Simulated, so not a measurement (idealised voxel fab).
Process module under the name voxel quadruple lines
It is cross-section cut that appears here, measuring 260 nm in width, its square cells being 5 nm in size.
A cross-section is a grid of square cells, given in bands from the top down. A band is one or more rows of cells. First you get the band's top height and its bottom height, in nm, and then the materials it's made of, left to right, with each width in nm. If you see a single material with "throughout", that one covers the band edge to edge. "air" is empty space. Zero point of the height axis is 0; under it, received wafer = one material. Lowest band: continues down indefinitely, "0 -> down". Width spec "30->40" -> top row of cells at first value, bottom row at second value, equal per-row change in between. "no modification" -> step changed no cross-section cell. Look at "Catalogued sealed voids" for the closed voids: empty spaces with no open path to the top, sized 8 cells or up. Each is width x height at distance, distance from the left edge, all nm. That trailing text on a step's line, after the settings, is the simulator's own remark on the step. For masked steps, "overlay nm" on the step line gives how far right of plan the mask actually lay; a minus sign means it lay to the left.

# Process steps - plan
1: RECEIVE, material Si
2: CONFORMAL_DEP, material SiO2, thk nm 10
3: DIRECTIONAL_DEP, material Ru, thk nm 10
4: DIRECTIONAL_DEP, material polySi, thk nm 20
5: DIRECTIONAL_DEP, material aC, thk nm 20
6: PATTERN, tone cover, mask id MANDREL, material resist, width nm 35, pitch nm 100, thk nm 30, overlay nm 0
7: DIRECTIONAL_ETCH, etch materials aC, depth nm 20
8: STRIP, etch materials resist
9: CONFORMAL_DEP, material SiO2, thk nm 15
10: DIRECTIONAL_ETCH, etch materials SiO2, depth nm 15
11: STRIP, etch materials aC
12: DIRECTIONAL_ETCH, etch materials polySi, depth nm 20
13: STRIP, etch materials SiO2
14: CONFORMAL_DEP, material SiCN, thk nm 10
15: DIRECTIONAL_ETCH, etch materials SiCN, depth nm 10
16: STRIP, etch materials polySi
17: DIRECTIONAL_ETCH, etch materials Ru, depth nm 10
18: STRIP, etch materials SiCN
19: FILL_DEP, material lowk, thk nm 5
20: CMP, height nm 20

# First wafer of two (run as planned)

# As received (post step 1): cross-section
	0 -> down | Si throughout
	Catalogued sealed voids: none

# Take a look at the wafer's cross-section after step 2
	10 -> 0 | SiO2 throughout
	For the remainder of the cross-section, below 0, there is no change.

# Take a look at the wafer's cross-section after step 3
	20 -> 10 | Ru throughout
	For the remainder of the cross-section, below 10, there is no change.

# Take a look at the wafer's cross-section after step 4
	40 -> 20 | polySi throughout
	For the remainder of the cross-section, below 20, there is no change.

# Take a look at the wafer's cross-section after step 5
	60 -> 40 | aC throughout
	For the remainder of the cross-section, below 40, there is no change.

# Take a look at the wafer's cross-section after step 6
	90 -> 60 | 60 nm air, then 35 nm resist, then 65 nm air, then 35 nm resist, then 65 nm air
	For the remainder of the cross-section, below 60, there is no change.

# Take a look at the wafer's cross-section after step 7
	70 -> 60 | 60 nm air, then 35 nm resist, then 65 nm air, then 35 nm resist, then 65 nm air
	60 -> 40 | 60 nm air, then 35 nm aC, then 65 nm air, then 35 nm aC, then 65 nm air
	For the remainder of the cross-section, below 40, there is no change.

# Take a look at the wafer's cross-section after step 8
	60 -> 40 | 60 nm air, then 35 nm aC, then 65 nm air, then 35 nm aC, then 65 nm air
	For the remainder of the cross-section, below 40, there is no change.

# Take a look at the wafer's cross-section after step 9
	75 -> 60 | 45 nm air, then 65 nm SiO2, then 35 nm air, then 65 nm SiO2, then 50 nm air
	60 -> 55 | 45 nm air, then 15 nm SiO2, then 35 nm aC, then 15 nm SiO2, then 35 nm air, then 15 nm SiO2, then 35 nm aC, then 15 nm SiO2, then 50 nm air
	55 -> 40 | 60 nm SiO2, then 35 nm aC, then 65 nm SiO2, then 35 nm aC, then 65 nm SiO2
	For the remainder of the cross-section, below 40, there is no change.

# Take a look at the wafer's cross-section after step 10
	60 -> 40 | 45 nm air, then 15 nm SiO2, then 35 nm aC, then 15 nm SiO2, then 35 nm air, then 15 nm SiO2, then 35 nm aC, then 15 nm SiO2, then 50 nm air
	For the remainder of the cross-section, below 40, there is no change.

# Take a look at the wafer's cross-section after step 11
	60 -> 40 | 45 nm air, then 15 nm SiO2, then 35 nm air, then 15 nm SiO2, then 35 nm air, then 15 nm SiO2, then 35 nm air, then 15 nm SiO2, then 50 nm air
	For the remainder of the cross-section, below 40, there is no change.

# Take a look at the wafer's cross-section after step 12
	60 -> 40 | 45 nm air, then 15 nm SiO2, then 35 nm air, then 15 nm SiO2, then 35 nm air, then 15 nm SiO2, then 35 nm air, then 15 nm SiO2, then 50 nm air
	40 -> 20 | 45 nm air, then 15 nm polySi, then 35 nm air, then 15 nm polySi, then 35 nm air, then 15 nm polySi, then 35 nm air, then 15 nm polySi, then 50 nm air
	For the remainder of the cross-section, below 20, there is no change.

# Take a look at the wafer's cross-section after step 13
	40 -> 20 | 45 nm air, then 15 nm polySi, then 35 nm air, then 15 nm polySi, then 35 nm air, then 15 nm polySi, then 35 nm air, then 15 nm polySi, then 50 nm air
	For the remainder of the cross-section, below 20, there is no change.

# Take a look at the wafer's cross-section after step 14
	50 -> 40 | 35 nm air, then 35 nm SiCN, then 15 nm air, then 35 nm SiCN, then 15 nm air, then 35 nm SiCN, then 15 nm air, then 35 nm SiCN, then 40 nm air
	40 -> 30 | 35 nm air, then 10 nm SiCN, then 15 nm polySi, then 10 nm SiCN, then 15 nm air, then 10 nm SiCN, then 15 nm polySi, then 10 nm SiCN, then 15 nm air, then 10 nm SiCN, then 15 nm polySi, then 10 nm SiCN, then 15 nm air, then 10 nm SiCN, then 15 nm polySi, then 10 nm SiCN, then 40 nm air
	30 -> 20 | 45 nm SiCN, then 15 nm polySi, then 35 nm SiCN, then 15 nm polySi, then 35 nm SiCN, then 15 nm polySi, then 35 nm SiCN, then 15 nm polySi, then 50 nm SiCN
	For the remainder of the cross-section, below 20, there is no change.

# Take a look at the wafer's cross-section after step 15
	40 -> 20 | 35 nm air, then 10 nm SiCN, then 15 nm polySi, then 10 nm SiCN, then 15 nm air, then 10 nm SiCN, then 15 nm polySi, then 10 nm SiCN, then 15 nm air, then 10 nm SiCN, then 15 nm polySi, then 10 nm SiCN, then 15 nm air, then 10 nm SiCN, then 15 nm polySi, then 10 nm SiCN, then 40 nm air
	For the remainder of the cross-section, below 20, there is no change.

# Take a look at the wafer's cross-section after step 16
	40 -> 20 | 35 nm air, then 10 nm SiCN, then 15 nm air, then 10 nm SiCN, then 15 nm air, then 10 nm SiCN, then 15 nm air, then 10 nm SiCN, then 15 nm air, then 10 nm SiCN, then 15 nm air, then 10 nm SiCN, then 15 nm air, then 10 nm SiCN, then 15 nm air, then 10 nm SiCN, then 40 nm air
	For the remainder of the cross-section, below 20, there is no change.

# Take a look at the wafer's cross-section after step 17
	40 -> 20 | 35 nm air, then 10 nm SiCN, then 15 nm air, then 10 nm SiCN, then 15 nm air, then 10 nm SiCN, then 15 nm air, then 10 nm SiCN, then 15 nm air, then 10 nm SiCN, then 15 nm air, then 10 nm SiCN, then 15 nm air, then 10 nm SiCN, then 15 nm air, then 10 nm SiCN, then 40 nm air
	20 -> 10 | 35 nm air, then 10 nm Ru, then 15 nm air, then 10 nm Ru, then 15 nm air, then 10 nm Ru, then 15 nm air, then 10 nm Ru, then 15 nm air, then 10 nm Ru, then 15 nm air, then 10 nm Ru, then 15 nm air, then 10 nm Ru, then 15 nm air, then 10 nm Ru, then 40 nm air
	For the remainder of the cross-section, below 10, there is no change.

# Take a look at the wafer's cross-section after step 18
	20 -> 10 | 35 nm air, then 10 nm Ru, then 15 nm air, then 10 nm Ru, then 15 nm air, then 10 nm Ru, then 15 nm air, then 10 nm Ru, then 15 nm air, then 10 nm Ru, then 15 nm air, then 10 nm Ru, then 15 nm air, then 10 nm Ru, then 15 nm air, then 10 nm Ru, then 40 nm air
	For the remainder of the cross-section, below 10, there is no change.

# Take a look at the wafer's cross-section after step 19
	25 -> 20 | lowk throughout
	20 -> 10 | 35 nm lowk, then 10 nm Ru, then 15 nm lowk, then 10 nm Ru, then 15 nm lowk, then 10 nm Ru, then 15 nm lowk, then 10 nm Ru, then 15 nm lowk, then 10 nm Ru, then 15 nm lowk, then 10 nm Ru, then 15 nm lowk, then 10 nm Ru, then 15 nm lowk, then 10 nm Ru, then 40 nm lowk
	For the remainder of the cross-section, below 10, there is no change.

# Take a look at the wafer's cross-section after step 20
	20 -> 10 | 35 nm lowk, then 10 nm Ru, then 15 nm lowk, then 10 nm Ru, then 15 nm lowk, then 10 nm Ru, then 15 nm lowk, then 10 nm Ru, then 15 nm lowk, then 10 nm Ru, then 15 nm lowk, then 10 nm Ru, then 15 nm lowk, then 10 nm Ru, then 15 nm lowk, then 10 nm Ru, then 40 nm lowk
	For the remainder of the cross-section, below 10, there is no change.

# second wafer: like start, like plan, one mistake. Through step 17 it matches the first wafer

Cross-sectional representation of the second wafer at the time designated in the plan for the completion of step 18: no modification

# Cross-sectional representation of the second wafer at the time designated in the plan for the completion of step 19
	45 -> 40 | lowk throughout
	40 -> 20 | 35 nm lowk, then 10 nm SiCN, then 15 nm lowk, then 10 nm SiCN, then 15 nm lowk, then 10 nm SiCN, then 15 nm lowk, then 10 nm SiCN, then 15 nm lowk, then 10 nm SiCN, then 15 nm lowk, then 10 nm SiCN, then 15 nm lowk, then 10 nm SiCN, then 15 nm lowk, then 10 nm SiCN, then 40 nm lowk
	20 -> 10 | 35 nm lowk, then 10 nm Ru, then 15 nm lowk, then 10 nm Ru, then 15 nm lowk, then 10 nm Ru, then 15 nm lowk, then 10 nm Ru, then 15 nm lowk, then 10 nm Ru, then 15 nm lowk, then 10 nm Ru, then 15 nm lowk, then 10 nm Ru, then 15 nm lowk, then 10 nm Ru, then 40 nm lowk
	For the remainder of the cross-section, below 10, there is no change.

# Cross-sectional representation of the second wafer at the time designated in the plan for the completion of step 20
	20 -> 10 | 35 nm lowk, then 10 nm Ru, then 15 nm lowk, then 10 nm Ru, then 15 nm lowk, then 10 nm Ru, then 15 nm lowk, then 10 nm Ru, then 15 nm lowk, then 10 nm Ru, then 15 nm lowk, then 10 nm Ru, then 15 nm lowk, then 10 nm Ru, then 15 nm lowk, then 10 nm Ru, then 40 nm lowk
	For the remainder of the cross-section, below 10, there is no change.
Heads up, the wafer didn't run the way we planned it: step 18 of the plan was bypassed and not carried out
Upon completion, the cross-sectional profiles of the two wafers are identical; consequently, the error exerts no influence on the quantities computed by this model.
